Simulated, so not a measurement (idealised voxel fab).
The process module presented herein is designated voxel self aligned vias.
Pictured: cross-section cut, 185 nm wide, on a grid of 5 nm square cells.
Square cells in a grid make up a cross-section in this document, and the grid is given as bands, listed from the top down, each one or more rows of cells.
This entry defines a band. It first specifies the height of the band's top and the height of its bottom in nm, and then specifies the band's materials from left to right, stating each material with its width in nm. The word "everywhere" identifies a single material that fills the band from edge to edge, while the word "blank" identifies empty space.
Height 0 is the level under which the wafer as received is all one material. The lowest band goes on downwards, as in "0 nm and below".
A two-number width, for instance "30->40", indicates that the width is equal to the first number in the top row of the band and to the second number in the bottom row, and that it changes by a constant amount per row of cells.
Given "no change occurred" for a step, no cell of the cross-section differs between before and after that step.
Empty spaces counting at least 8 cells and having no open way to the top are listed in "Sealed-off cavities". The notation width x height at distance is used for each, the distance being from the left edge and all three values in nm.
Text after the settings on a step's line: the simulator's own remark on that step.
overlay nm: for a step with a mask, the amount by which the mask lay right of where it was planned; a negative amount means left of it.

**So here's the lineup of process steps we planned**
1 RECEIVE,material Si
2 CONFORMAL_DEP,material SiO2,thk nm 15
3 CONFORMAL_DEP,material SiCN,thk nm 5
4 DIRECTIONAL_DEP,material SiO2,thk nm 20
5 MASKED_ETCH,tone open,mask id LINES,width nm 25,pitch nm 50,etch materials SiO2,depth nm 20,overlay nm 0
6 CONFORMAL_DEP,material TiN,thk nm 5
7 FILL_DEP,material W,thk nm 10
8 CMP,height nm 40
9 SELECTIVE_ETCH,etch materials W Ru TiN,depth nm 5
10 FILL_DEP,material SiN,thk nm 10
11 CMP,height nm 40
12 DIRECTIONAL_DEP,material SiO2,thk nm 20
13 MASKED_ETCH,tone open,mask id VIAS,width nm 35,pitch nm 50,etch materials SiO2,depth nm 20,overlay nm 0
14 MASKED_ETCH,tone open,mask id VIAS,width nm 35,pitch nm 50,etch materials SiN,depth nm 5,overlay nm 0
15 CONFORMAL_DEP,material TiN,thk nm 5
16 FILL_DEP,material Cu,thk nm 10
17 CMP,height nm 60
18 CONFORMAL_DEP,material SiCN,thk nm 5

**The cross-section here shows the wafer as received, i.e. in its state after step 1**
* 0 nm and below = Si everywhere
* Sealed-off cavities: none

**First wafer of two, sectioned at end of module; run went per plan**
* 65 nm to 60 nm = SiCN everywhere
* 60 nm to 45 nm = 25 nm SiO2, 5 nm TiN, 25 nm Cu, 5 nm TiN, 15 nm SiO2, 5 nm TiN, 25 nm Cu, 5 nm TiN, 15 nm SiO2, 5 nm TiN, 25 nm Cu, 5 nm TiN, 25 nm SiO2
* 45 nm to 40 nm = 25 nm SiO2, 10 nm TiN, 15 nm Cu, 10 nm TiN, 15 nm SiO2, 10 nm TiN, 15 nm Cu, 10 nm TiN, 15 nm SiO2, 10 nm TiN, 15 nm Cu, 10 nm TiN, 25 nm SiO2
* 40 nm to 35 nm = 30 nm SiO2, 25 nm TiN, 25 nm SiO2, 25 nm TiN, 25 nm SiO2, 25 nm TiN, 30 nm SiO2
* 35 nm to 25 nm = 30 nm SiO2, 5 nm TiN, 15 nm W, 5 nm TiN, 25 nm SiO2, 5 nm TiN, 15 nm W, 5 nm TiN, 25 nm SiO2, 5 nm TiN, 15 nm W, 5 nm TiN, 30 nm SiO2
* 25 nm to 20 nm = 30 nm SiO2, 25 nm TiN, 25 nm SiO2, 25 nm TiN, 25 nm SiO2, 25 nm TiN, 30 nm SiO2
* 20 nm to 15 nm = SiCN everywhere
* 15 nm to 0 nm = SiO2 everywhere
* 0 nm and below = Si everywhere
* Sealed-off cavities: none

**This cross-section belongs to the second wafer of two at the end of the module; the start and the plan were shared with the first, and the run included one mistake**
* 65 nm to 60 nm = SiCN everywhere
* 60 nm to 45 nm = 25 nm SiO2, 5 nm TiN, 25 nm Cu, 5 nm TiN, 15 nm SiO2, 5 nm TiN, 25 nm Cu, 5 nm TiN, 15 nm SiO2, 5 nm TiN, 25 nm Cu, 5 nm TiN, 25 nm SiO2
* 45 nm to 40 nm = 25 nm SiO2, 35 nm TiN, 15 nm SiO2, 35 nm TiN, 15 nm SiO2, 35 nm TiN, 25 nm SiO2
* 40 nm to 35 nm = SiCN everywhere
* 35 nm to 0 nm = SiO2 everywhere
* 0 nm and below = Si everywhere
* Sealed-off cavities: none
The plan and the run diverged here: a sequencing error occurred in which plan steps 3 and 4 were transposed
Counted in cells at the end, the second wafer holds more or fewer of these materials than the first: 9 fewer of Cu | 60 more of SiO2 | 33 fewer of TiN | 18 fewer of W
